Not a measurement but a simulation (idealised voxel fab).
The following is a process module called voxel self aligned contacts.
Xsec cut, 285 nm wide, square cell size 5 nm.
Each cross-section below is a grid of square cells, stated as bands in top-down order, with one or more rows of cells making up each band. It is stipulated that each band's entry specify, in nanometres, the height of the top of the band and then that of its bottom, followed by the materials of the band in left-to-right sequence, each together with its width in nanometres. A single material marked by the word "full width" is understood to fill the band from edge to edge; the word "blank" is understood to denote empty space. Basically, 0 is our baseline, since under it the wafer straight out of the box is all one material. The bottom band has no lower end and keeps on going down, so it looks like "0 and below". The two numbers in a width such as "30..40" mark its ends across the band: the first belongs to the top row of cells, the second to the bottom row, and from each row to the next the width moves by the same amount. Given "remains unaltered" for a step, no cell of the cross-section differs between before and after that step. Listed in "Fully sealed cavities": every empty space of 8 or more cells without an open way to the top. Form: width x height at distance, the distance being from the left edge, all in nm. Post-settings text on a step line: simulator's own remark regarding the step. For masked steps, "overlay nm" on the step line gives how far right of plan the mask actually lay; a minus sign means it lay to the left.
Listed below are the process steps as planned
1 RECEIVE [material Si]
2 OXIDIZE [depth nm 5]
3 DIRECTIONAL_DEP [material polySi] [thk nm 30]
4 DIRECTIONAL_DEP [material SiN] [thk nm 20]
5 DIRECTIONAL_DEP [material aC] [thk nm 15]
6 PATTERN [tone cover] [mask id GATE] [material resist] [width nm 25] [pitch nm 60] [thk nm 30] [overlay nm 0]
7 DIRECTIONAL_ETCH [etch materials aC] [depth nm 15]
8 STRIP [etch materials resist]
9 DIRECTIONAL_ETCH [etch materials SiN] [depth nm 20]
10 DIRECTIONAL_ETCH [etch materials polySi] [depth nm 30]
11 STRIP [etch materials aC]
12 CONFORMAL_DEP [material SiN] [thk nm 10]
13 DIRECTIONAL_ETCH [etch materials SiN] [depth nm 10]
14 FILL_DEP [material SiO2] [thk nm 15]
15 CMP [height nm 55]
16 MASKED_ETCH [tone open] [mask id CONTACT] [width nm 45] [pitch nm 60] [etch materials SiO2] [depth nm 60] [overlay nm 0]
17 CONFORMAL_DEP [material TiN] [thk nm 5]
18 FILL_DEP [material Ru] [thk nm 10]
19 CMP [height nm 55]
20 CONFORMAL_DEP [material SiN] [thk nm 5]
Incoming wafer in cross-section (state: after step 1)
	0 and below  Si full width
	Fully sealed cavities: none
Figure: cross-sectional view of the wafer upon completion of the module, processed from the initial state and according to the plan depicted above, with one error introduced during execution
	60 down to 55  SiN full width
	55 down to 50  SiO2 90 nm  TiN 20 nm  Ru 5 nm  TiN 20 nm  SiO2 15 nm  TiN 20 nm  Ru 5 nm  TiN 20 nm  SiO2 90 nm
	50 down to 30  SiO2 60 nm  SiN 45 nm  TiN 5 nm  Ru 5 nm  TiN 5 nm  SiN 45 nm  TiN 5 nm  Ru 5 nm  TiN 5 nm  SiN 45 nm  SiO2 60 nm
	30 down to 5  SiO2 60 nm  SiN 10 nm  polySi 25 nm  SiN 10 nm  TiN 5 nm  Ru 5 nm  TiN 5 nm  SiN 10 nm  polySi 25 nm  SiN 10 nm  TiN 5 nm  Ru 5 nm  TiN 5 nm  SiN 10 nm  polySi 25 nm  SiN 10 nm  SiO2 60 nm
	5 down to 0  SiO2 60 nm  SiN 10 nm  polySi 25 nm  SiN 10 nm  TiN 15 nm  SiN 10 nm  polySi 25 nm  SiN 10 nm  TiN 15 nm  SiN 10 nm  polySi 25 nm  SiN 10 nm  SiO2 60 nm
	0 and below  Si full width
	Fully sealed cavities: none
What was done differently from what was planned? yeah, step 2 of the plan got skipped, never ran
